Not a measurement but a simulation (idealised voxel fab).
This section sets out a process module, namely voxel self aligned vias.
Square cell edge 5 nm, section width 190 nm, ID cut.
Cross-section, as written here: a square-cell grid given band by band from the top down, where a band holds one or more rows of cells.
For a band, the entry starts with two heights in nm, that of the top and then that of the bottom, and carries on with the band's materials in order from left to right, each alongside its width in nm; the word "full width" beside a single material means it fills the band edge to edge, and "empty" means empty space.
Heights are reckoned from 0. Under this level, the received wafer is all of one material. The bottommost band is open-ended downward, for example "0..down".
Think of "30 to 40" as a width that walks from the first number to the second as you go down the band, top row to bottom row, taking equal-sized steps from row to row.
"nothing changed" for a step: no cell of the cross-section changed in that step.
In "Closed void register" the enclosed voids are listed, meaning empty spaces of 8 cells or larger without any opening to the top. The form is width x height at distance, distance from the left edge, units nm.
On each step's line, the part that comes after the settings is the simulator's own comment on the step.
What "overlay nm" on a step's line means: if the step has a mask, that mask lay this far to the right of its planned place, or, when the value is negative, to the left.

# The following list gives the planned process steps
1 RECEIVE [material Si]
2 CONFORMAL_DEP [material SiO2] [thk nm 10]
3 CONFORMAL_DEP [material SiCN] [thk nm 5]
4 DIRECTIONAL_DEP [material SiO2] [thk nm 25]
5 PATTERN [tone open] [mask id LINES] [material resist] [width nm 25] [pitch nm 70] [thk nm 15] [overlay nm 0]
6 DIRECTIONAL_ETCH [etch materials SiO2] [depth nm 25]
7 STRIP [etch materials resist]
8 CONFORMAL_DEP [material TiN] [thk nm 5]
9 FILL_DEP [material W] [thk nm 10]
10 CMP [height nm 40]
11 SELECTIVE_ETCH [etch materials W Ru TiN] [depth nm 5]
12 FILL_DEP [material SiN] [thk nm 5]
13 CMP [height nm 40]
14 DIRECTIONAL_DEP [material SiO2] [thk nm 20]
15 MASKED_ETCH [tone open] [mask id VIAS] [width nm 45] [etch materials SiO2] [depth nm 20] [overlay nm 0]
16 MASKED_ETCH [tone open] [mask id VIAS] [width nm 45] [etch materials SiN] [depth nm 5] [overlay nm 0]
17 CONFORMAL_DEP [material TiN] [thk nm 5]
18 FILL_DEP [material Ru] [thk nm 5]
19 CMP [height nm 60]
20 CONFORMAL_DEP [material SiCN] [thk nm 5]

# On the first of the two wafers: run conducted according to plan

# Here's what the wafer looked like in cross-section when it arrived - that's after step 1
0..down: Si full width
Closed void register: none

# after step 2
10..0: SiO2 full width
Everything below 0 is unchanged.

# after step 3
15..10: SiCN full width
Everything below 10 is unchanged.

# after step 4
40..15: SiO2 full width
Everything below 15 is unchanged.

# after step 5
55..40: resist 45 nm, empty 25 nm, resist 45 nm, empty 25 nm, resist 50 nm
Everything below 40 is unchanged.

# after step 6
55..40: resist 45 nm, empty 25 nm, resist 45 nm, empty 25 nm, resist 50 nm
40..15: SiO2 45 nm, empty 25 nm, SiO2 45 nm, empty 25 nm, SiO2 50 nm
Everything below 15 is unchanged.

# after step 7
40..15: SiO2 45 nm, empty 25 nm, SiO2 45 nm, empty 25 nm, SiO2 50 nm
Everything below 15 is unchanged.

# after step 8
45..40: TiN 50 nm, empty 15 nm, TiN 55 nm, empty 15 nm, TiN 55 nm
40..20: SiO2 45 nm, TiN 5 nm, empty 15 nm, TiN 5 nm, SiO2 45 nm, TiN 5 nm, empty 15 nm, TiN 5 nm, SiO2 50 nm
20..15: SiO2 45 nm, TiN 25 nm, SiO2 45 nm, TiN 25 nm, SiO2 50 nm
Everything below 15 is unchanged.

# after step 9
55..45: W full width
45..40: TiN 50 nm, W 15 nm, TiN 55 nm, W 15 nm, TiN 55 nm
40..20: SiO2 45 nm, TiN 5 nm, W 15 nm, TiN 5 nm, SiO2 45 nm, TiN 5 nm, W 15 nm, TiN 5 nm, SiO2 50 nm
Everything below 20 is unchanged.

# after step 10
40..20: SiO2 45 nm, TiN 5 nm, W 15 nm, TiN 5 nm, SiO2 45 nm, TiN 5 nm, W 15 nm, TiN 5 nm, SiO2 50 nm
Everything below 20 is unchanged.

# after step 11
40..35: SiO2 45 nm, empty 25 nm, SiO2 45 nm, empty 25 nm, SiO2 50 nm
Everything below 35 is unchanged.

# after step 12
45..40: SiN full width
40..35: SiO2 45 nm, SiN 25 nm, SiO2 45 nm, SiN 25 nm, SiO2 50 nm
Everything below 35 is unchanged.

# after step 13
40..35: SiO2 45 nm, SiN 25 nm, SiO2 45 nm, SiN 25 nm, SiO2 50 nm
Everything below 35 is unchanged.

# after step 14
60..40: SiO2 full width
Everything below 40 is unchanged.

# after step 15
60..40: SiO2 35 nm, empty 45 nm, SiO2 110 nm
Everything below 40 is unchanged.

# after step 16
60..40: SiO2 35 nm, empty 45 nm, SiO2 110 nm
40..35: SiO2 45 nm, empty 25 nm, SiO2 45 nm, SiN 25 nm, SiO2 50 nm
Everything below 35 is unchanged.

# after step 17
65..60: TiN 40 nm, empty 35 nm, TiN 115 nm
60..45: SiO2 35 nm, TiN 5 nm, empty 35 nm, TiN 5 nm, SiO2 110 nm
45..40: SiO2 35 nm, TiN 15 nm, empty 15 nm, TiN 15 nm, SiO2 110 nm
40..35: SiO2 45 nm, TiN 25 nm, SiO2 45 nm, SiN 25 nm, SiO2 50 nm
Everything below 35 is unchanged.

# after step 18
70..65: Ru full width
65..60: TiN 40 nm, Ru 35 nm, TiN 115 nm
60..45: SiO2 35 nm, TiN 5 nm, Ru 35 nm, TiN 5 nm, SiO2 110 nm
45..40: SiO2 35 nm, TiN 15 nm, Ru 15 nm, TiN 15 nm, SiO2 110 nm
Everything below 40 is unchanged.

# after step 19
60..45: SiO2 35 nm, TiN 5 nm, Ru 35 nm, TiN 5 nm, SiO2 110 nm
Everything below 45 is unchanged.

# after step 20
65..60: SiCN full width
Everything below 60 is unchanged.

# Wafer two of two - same starting point, same process plan, one mistake in execution; matches wafer one up to and including step 14

# Look at the second wafer in cross-section at the time step 15 ought to have finished
60..40: SiO2 30 nm, empty 45 nm, SiO2 115 nm
Everything below 40 is unchanged.

# Look at the second wafer in cross-section at the time step 16 ought to have finished
60..40: SiO2 30 nm, empty 45 nm, SiO2 115 nm
40..35: SiO2 45 nm, empty 25 nm, SiO2 45 nm, SiN 25 nm, SiO2 50 nm
Everything below 35 is unchanged.

# Look at the second wafer in cross-section at the time step 17 ought to have finished
65..60: TiN 35 nm, empty 35 nm, TiN 120 nm
60..45: SiO2 30 nm, TiN 5 nm, empty 35 nm, TiN 5 nm, SiO2 115 nm
45..40: SiO2 30 nm, TiN 20 nm, empty 15 nm, TiN 10 nm, SiO2 115 nm
40..35: SiO2 45 nm, TiN 25 nm, SiO2 45 nm, SiN 25 nm, SiO2 50 nm
Everything below 35 is unchanged.

# Look at the second wafer in cross-section at the time step 18 ought to have finished
70..65: Ru full width
65..60: TiN 35 nm, Ru 35 nm, TiN 120 nm
60..45: SiO2 30 nm, TiN 5 nm, Ru 35 nm, TiN 5 nm, SiO2 115 nm
45..40: SiO2 30 nm, TiN 20 nm, Ru 15 nm, TiN 10 nm, SiO2 115 nm
Everything below 40 is unchanged.

# Look at the second wafer in cross-section at the time step 19 ought to have finished
60..45: SiO2 30 nm, TiN 5 nm, Ru 35 nm, TiN 5 nm, SiO2 115 nm
Everything below 45 is unchanged.

# Look at the second wafer in cross-section at the time step 20 ought to have finished
65..60: SiCN full width
Everything below 60 is unchanged.
Want to know what went wrong? in deviation from the planned setting, step 15 was conducted as MASKED_ETCH [tone open] [mask id VIAS] [width nm 45] [etch materials SiO2] [depth nm 20] [overlay nm -5]
By the end, you'd get the same cell count for each material on either wafer, but the second wafer puts them somewhere else.
